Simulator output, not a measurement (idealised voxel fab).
process module | voxel gate over fins
cross-section cut | 175 nm wide | cells 5 nm
A cross-section is a grid of square cells, given in bands from the top down. A band is one or more rows of cells.
Each band's line starts with the height of the band's top and of its bottom, in nm. Then come its materials from left to right, each with its width in nm. One material with "throughout" fills the band from edge to edge. "air" is empty space.
Height 0 is the level under which the wafer as received is all one material. The lowest band goes on downwards, as in "0 down".
A width such as "30 to 40" changes by the same amount from each row of cells to the next, from the band's top row to its bottom row.
"no change" after a step means that no cell of the cross-section changed.
closed voids: empty space of 8 cells or more with no open way to the top, each as width x height at its distance from the left edge, in nm
after a step's settings: what the simulator itself notes on the step
overlay nm, on a step with a mask: how far to the right of its planned place the mask lay; to the left if negative
plan
1 op RECEIVE | material Si
2 op CONFORMAL_DEP | material SiN | thk nm 10
3 op PATTERN | tone cover | mask id FINS | material resist | width nm 15 | pitch nm 35 | thk nm 20 | overlay nm -15
4 op DIRECTIONAL_ETCH | etch materials SiN | depth nm 10
5 op DIRECTIONAL_ETCH | etch materials Si | depth nm 30
6 op STRIP | etch materials resist
7 op OXIDIZE | depth nm 5
8 op FILL_DEP | material SiO2 | thk nm 15
9 op CMP | height nm 10
10 op SELECTIVE_ETCH | etch materials SiO2 | depth nm 25
11 op STRIP | etch materials SiN
12 op CONFORMAL_DEP | material HfO2 | thk nm 5
13 op CONFORMAL_DEP | material TiN | thk nm 5
14 op CONFORMAL_DEP | material TiAl | thk nm 5
15 op CONFORMAL_DEP | material TiN | thk nm 5
16 op FILL_DEP | material W | thk nm 15
17 op CMP | height nm 30
18 op CONFORMAL_DEP | material SiCN | thk nm 10
varied across the wafers: overlay nm of step 3. The plan shows the first wafer's value. All wafers start alike
first wafer as received, after step 1
  0 down: Si throughout
  closed voids: none
each wafer at the end: cells of each material gained (+) or lost (-) since it was received, then its closed voids
overlay nm -15 | +53 HfO2 | -224 Si | +70 SiCN | +128 SiO2 | +53 TiAl | +94 TiN | +106 W | closed voids: none
overlay nm -10 | +53 HfO2 | -224 Si | +70 SiCN | +128 SiO2 | +53 TiAl | +94 TiN | +106 W | closed voids: none
overlay nm -5 | +53 HfO2 | -224 Si | +70 SiCN | +128 SiO2 | +53 TiAl | +94 TiN | +106 W | closed voids: none
overlay nm 0 | +53 HfO2 | -224 Si | +70 SiCN | +128 SiO2 | +53 TiAl | +94 TiN | +106 W | closed voids: none
overlay nm 5 | +53 HfO2 | -224 Si | +70 SiCN | +128 SiO2 | +53 TiAl | +94 TiN | +106 W | closed voids: none
overlay nm 10 | +53 HfO2 | -224 Si | +70 SiCN | +128 SiO2 | +53 TiAl | +94 TiN | +106 W | closed voids: none
overlay nm 15 | +53 HfO2 | -224 Si | +70 SiCN | +128 SiO2 | +53 TiAl | +94 TiN | +106 W | closed voids: none
